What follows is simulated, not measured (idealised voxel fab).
process module | voxel capacitor over wiring
cross-section cut | 255 nm wide | cells 5 nm
A cross-section is a grid of square cells, given in bands from the top down. A band is one or more rows of cells.
Each band's line starts with the height of the band's top and of its bottom, in nm. Then come its materials from left to right, each with its width in nm. One material with "throughout" fills the band from edge to edge. "air" is empty space.
Height 0 is the level under which the wafer as received is all one material. The lowest band goes on downwards, as in "0 down".
A width such as "30 to 40" changes by the same amount from each row of cells to the next, from the band's top row to its bottom row.
"no change" after a step means that no cell of the cross-section changed.
closed voids: empty space of 8 cells or more with no open way to the top, each as width x height at its distance from the left edge, in nm
after a step's settings: what the simulator itself notes on the step
overlay nm, on a step with a mask: how far to the right of its planned place the mask lay; to the left if negative
plan
1 op RECEIVE | material Si
2 op CONFORMAL_DEP | material SiO2 | thk nm 15
3 op DIRECTIONAL_DEP | material TiN | thk nm 5
4 op DIRECTIONAL_DEP | material W | thk nm 20
5 op MASKED_ETCH | tone cover | mask id METAL_1 | width nm 20 | pitch nm 85 | etch materials W | depth nm 20 | overlay nm 0
6 op MASKED_ETCH | tone cover | mask id METAL_1 | width nm 20 | pitch nm 85 | etch materials TiN | depth nm 5 | overlay nm 0
7 op FILL_DEP | material lowk | thk nm 5
8 op CMP | height nm 40
9 op CONFORMAL_DEP | material SiCN | thk nm 5
10 op DIRECTIONAL_DEP | material lowk | thk nm 10
11 op DIRECTIONAL_DEP | material aC | thk nm 10
12 op PATTERN | tone open | mask id PLUG_1 | material resist | width nm 15 | thk nm 30 | overlay nm 0
13 op DIRECTIONAL_ETCH | etch materials aC | depth nm 10
14 op STRIP | etch materials resist
15 op DIRECTIONAL_ETCH | etch materials lowk | depth nm 10
16 op DIRECTIONAL_ETCH | etch materials SiCN | depth nm 5
17 op STRIP | etch materials aC
18 op EPI | material Ru | thk nm 10
19 op EPI | material Ru | thk nm 5
20 op DIRECTIONAL_DEP | material TiN | thk nm 10
21 op DIRECTIONAL_DEP | material Al2O3 | thk nm 5
22 op DIRECTIONAL_DEP | material TiN | thk nm 5
23 op DIRECTIONAL_DEP | material aC | thk nm 10
24 op PATTERN | tone cover | mask id UPPER_PLATE | material resist | width nm 70 | thk nm 25 | overlay nm 0
25 op DIRECTIONAL_ETCH | etch materials aC | depth nm 10
26 op STRIP | etch materials resist
27 op DIRECTIONAL_ETCH | etch materials TiN | depth nm 5
28 op DIRECTIONAL_ETCH | etch materials Al2O3 | depth nm 5
29 op STRIP | etch materials aC
30 op DIRECTIONAL_DEP | material aC | thk nm 15
31 op PATTERN | tone cover | mask id LOWER_PLATE | material resist | width nm 80 | thk nm 35 | overlay nm 0
32 op DIRECTIONAL_ETCH | etch materials aC | depth nm 15
33 op STRIP | etch materials resist
34 op DIRECTIONAL_ETCH | etch materials TiN | depth nm 10
35 op STRIP | etch materials aC
36 op FILL_DEP | material SiO2 | thk nm 15
37 op CMP | height nm 85
38 op MASKED_ETCH | tone open | mask id PLUG_2 | width nm 15 | etch materials SiO2 | depth nm 10 | overlay nm 0
39 op CONFORMAL_DEP | material TiN | thk nm 5
40 op FILL_DEP | material W | thk nm 5
41 op CMP | height nm 85
42 op CONFORMAL_DEP | material SiN | thk nm 5
as received, after step 1
  0 down: Si throughout
  closed voids: none
first wafer at the end, as planned
  90 to 85: SiN throughout
  85 to 80: SiO2 90 | TiN 5 | W 5 | TiN 5 | SiO2 150
  80 to 70: SiO2 90 to 80 | TiN 15 to 70 | SiO2 150 to 105
  70 to 65: SiO2 80 | Al2O3 70 | SiO2 105
  65 to 55: SiO2 75 | TiN 80 | SiO2 100
  55 to 45: lowk 80 | Ru 15 | lowk 160
  45 to 40: SiCN 80 | Ru 15 | SiCN 160
  40 to 20: lowk 75 | W 20 | lowk 65 | W 20 | lowk 75
  20 to 15: lowk 75 | TiN 20 | lowk 65 | TiN 20 | lowk 75
  15 to 0: SiO2 throughout
  0 down: Si throughout
  closed voids: none
second wafer at the end: like start, like plan, one mistake
  90 to 85: SiN throughout
  85 to 80: SiO2 90 | TiN 5 | W 5 | TiN 5 | SiO2 150
  80 to 70: SiO2 90 to 80 | TiN 15 to 70 | SiO2 150 to 105
  70 to 65: SiO2 80 | Al2O3 70 | SiO2 105
  65 to 55: SiO2 75 | TiN 80 | SiO2 100
  55 to 45: lowk 80 | Ru 15 | lowk 160
  45 to 40: SiCN 80 | Ru 15 | SiCN 160
  40 to 20: lowk 75 | W 20 | lowk 65 | W 20 | lowk 75
  20 to 15: lowk 75 | TiN 30 | lowk 55 | TiN 30 | lowk 65
  15 to 0: SiO2 throughout
  0 down: Si throughout
  closed voids: none
what went wrong: step 6 ran as: op MASKED_ETCH | tone cover | mask id METAL_1 | width nm 20 | pitch nm 85 | etch materials TiN | depth nm 5 | overlay nm 10
at the end the second wafer has, in cells: 4 more of TiN | 4 fewer of lowk
